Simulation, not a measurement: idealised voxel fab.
Module name: voxel air gaps (process module)
In the cross-section labelled cut, the width is 245 nm and each square cell is 5 nm.
Cross-section format: a grid of square cells, given as bands from top to bottom; each band is one or more rows of cells. For a band, the entry starts with two heights in nm, that of the top and then that of the bottom, and carries on with the band's materials in order from left to right, each alongside its width in nm; the word "all across" beside a single material means it fills the band edge to edge, and "empty" means empty space. Below 0: as-received wafer, all one material; heights counted from there. Lowest band: no bottom, goes on down, written "0 -> down". So if you see something like "30 to 40" for the width, read it as the top row of the band sitting at the first number and the bottom row at the second, with every row in between moving by the same amount as the last. "no alterations made" (step): cross-section cells unchanged, all of them. Empty spaces counting at least 8 cells and having no open way to the top are listed in "Closed void listing". The notation width x height at distance is used for each, the distance being from the left edge and all three values in nm. On each step's line, the part that comes after the settings is the simulator's own comment on the step. overlay nm: mask offset rightward from planned place, masked step; negative means leftward offset.
Steps in the process plan:
1,RECEIVE [material Si]
2,CONFORMAL_DEP [material SiO2] [thk nm 10]
3,CONFORMAL_DEP [material SiCN] [thk nm 5]
4,DIRECTIONAL_DEP [material SiO2] [thk nm 40]
5,MASKED_ETCH [tone open] [mask id LINES] [width nm 25] [pitch nm 50] [etch materials SiO2] [depth nm 40] [overlay nm 0]
6,CONFORMAL_DEP [material TiN] [thk nm 5]
7,FILL_DEP [material W] [thk nm 5]
8,CMP [height nm 55]
9,EPI [material Ru] [thk nm 10]
10,SELECTIVE_ETCH [etch materials SiO2] [depth nm 50]
11,CONFORMAL_DEP [material SiCN] [thk nm 5]
Below: the first of two wafers, run as planned:
Step 1 complete: cross-section of the wafer as received:
  0 -> down  Si all across
  Closed void listing: none
Cross-section of the wafer after step 2:
  10 -> 0  SiO2 all across
  below 0: unchanged
Cross-section of the wafer after step 3:
  15 -> 10  SiCN all across
  below 10: unchanged
Cross-section of the wafer after step 4:
  55 -> 15  SiO2 all across
  below 15: unchanged
Cross-section of the wafer after step 5:
  55 -> 15  SiO2 60 nm, then empty 25 nm, then SiO2 25 nm, then empty 25 nm, then SiO2 25 nm, then empty 25 nm, then SiO2 60 nm
  below 15: unchanged
Cross-section of the wafer after step 6:
  60 -> 55  TiN 65 nm, then empty 15 nm, then TiN 35 nm, then empty 15 nm, then TiN 35 nm, then empty 15 nm, then TiN 65 nm
  55 -> 20  SiO2 60 nm, then TiN 5 nm, then empty 15 nm, then TiN 5 nm, then SiO2 25 nm, then TiN 5 nm, then empty 15 nm, then TiN 5 nm, then SiO2 25 nm, then TiN 5 nm, then empty 15 nm, then TiN 5 nm, then SiO2 60 nm
  20 -> 15  SiO2 60 nm, then TiN 25 nm, then SiO2 25 nm, then TiN 25 nm, then SiO2 25 nm, then TiN 25 nm, then SiO2 60 nm
  below 15: unchanged
Cross-section of the wafer after step 7:
  65 -> 60  W all across
  60 -> 55  TiN 65 nm, then W 15 nm, then TiN 35 nm, then W 15 nm, then TiN 35 nm, then W 15 nm, then TiN 65 nm
  55 -> 20  SiO2 60 nm, then TiN 5 nm, then W 15 nm, then TiN 5 nm, then SiO2 25 nm, then TiN 5 nm, then W 15 nm, then TiN 5 nm, then SiO2 25 nm, then TiN 5 nm, then W 15 nm, then TiN 5 nm, then SiO2 60 nm
  below 20: unchanged
Cross-section of the wafer after step 8:
  55 -> 20  SiO2 60 nm, then TiN 5 nm, then W 15 nm, then TiN 5 nm, then SiO2 25 nm, then TiN 5 nm, then W 15 nm, then TiN 5 nm, then SiO2 25 nm, then TiN 5 nm, then W 15 nm, then TiN 5 nm, then SiO2 60 nm
  below 20: unchanged
Cross-section of the wafer after step 9:
  65 -> 55  empty 50 nm, then Ru 45 nm, then empty 5 nm, then Ru 45 nm, then empty 5 nm, then Ru 45 nm, then empty 50 nm
  below 55: unchanged
Cross-section of the wafer after step 10:
  65 -> 55  empty 50 nm, then Ru 45 nm, then empty 5 nm, then Ru 45 nm, then empty 5 nm, then Ru 45 nm, then empty 50 nm
  55 -> 20  empty 60 nm, then TiN 5 nm, then W 15 nm, then TiN 5 nm, then empty 25 nm, then TiN 5 nm, then W 15 nm, then TiN 5 nm, then empty 25 nm, then TiN 5 nm, then W 15 nm, then TiN 5 nm, then empty 60 nm
  20 -> 15  empty 60 nm, then TiN 25 nm, then empty 25 nm, then TiN 25 nm, then empty 25 nm, then TiN 25 nm, then empty 60 nm
  below 15: unchanged
Cross-section of the wafer after step 11:
  70 -> 65  empty 45 nm, then SiCN 155 nm, then empty 45 nm
  65 -> 55  empty 45 nm, then SiCN 5 nm, then Ru 45 nm, then SiCN 5 nm, then Ru 45 nm, then SiCN 5 nm, then Ru 45 nm, then SiCN 5 nm, then empty 45 nm
  55 -> 50  empty 45 nm, then SiCN 15 nm, then TiN 5 nm, then W 15 nm, then TiN 5 nm, then SiCN 25 nm, then TiN 5 nm, then W 15 nm, then TiN 5 nm, then SiCN 25 nm, then TiN 5 nm, then W 15 nm, then TiN 5 nm, then SiCN 15 nm, then empty 45 nm
  50 -> 20  empty 55 nm, then SiCN 5 nm, then TiN 5 nm, then W 15 nm, then TiN 5 nm, then SiCN 5 nm, then empty 15 nm, then SiCN 5 nm, then TiN 5 nm, then W 15 nm, then TiN 5 nm, then SiCN 5 nm, then empty 15 nm, then SiCN 5 nm, then TiN 5 nm, then W 15 nm, then TiN 5 nm, then SiCN 5 nm, then empty 55 nm
  20 -> 15  SiCN 60 nm, then TiN 25 nm, then SiCN 25 nm, then TiN 25 nm, then SiCN 25 nm, then TiN 25 nm, then SiCN 60 nm
  below 15: unchanged
  Closed void listing: 15 x 30 at 90; 15 x 30 at 140
Second wafer, same starting conditions and recipe as the first, one mistake in executing it, nothing differs from the first up to and including step 2:
Second wafer cross-section, taken as of the time the plan sets for step 3 to be done:
  50 -> 0  SiO2 all across
  below 0: unchanged
Second wafer cross-section, taken as of the time the plan sets for step 4 to be done:
  55 -> 50  SiCN all across
  below 50: unchanged
Second wafer cross-section, taken as of the time the plan sets for step 5 to be done: no alterations made
Second wafer cross-section, taken as of the time the plan sets for step 6 to be done:
  60 -> 55  TiN all across
  below 55: unchanged
Second wafer cross-section, taken as of the time the plan sets for step 7 to be done:
  65 -> 60  W all across
  below 60: unchanged
Second wafer cross-section, taken as of the time the plan sets for step 8 to be done:
  55 -> 50  SiCN all across
  below 50: unchanged
Second wafer cross-section, taken as of the time the plan sets for step 9 to be done: no alterations made
Second wafer cross-section, taken as of the time the plan sets for step 10 to be done: no alterations made
Second wafer cross-section, taken as of the time the plan sets for step 11 to be done:
  60 -> 50  SiCN all across
  below 50: unchanged
Nonconformance to the process plan: steps 3 and 4 of the plan were run in the wrong order, each in the other's place
Counted in cells at the end, the second wafer holds more or fewer of these materials than the first: 54 fewer of Ru | 76 fewer of SiCN | 392 more of SiO2 | 57 fewer of TiN | 63 fewer of W
Heads up: the first wafer ends with 2 closed voids, the second with 0.
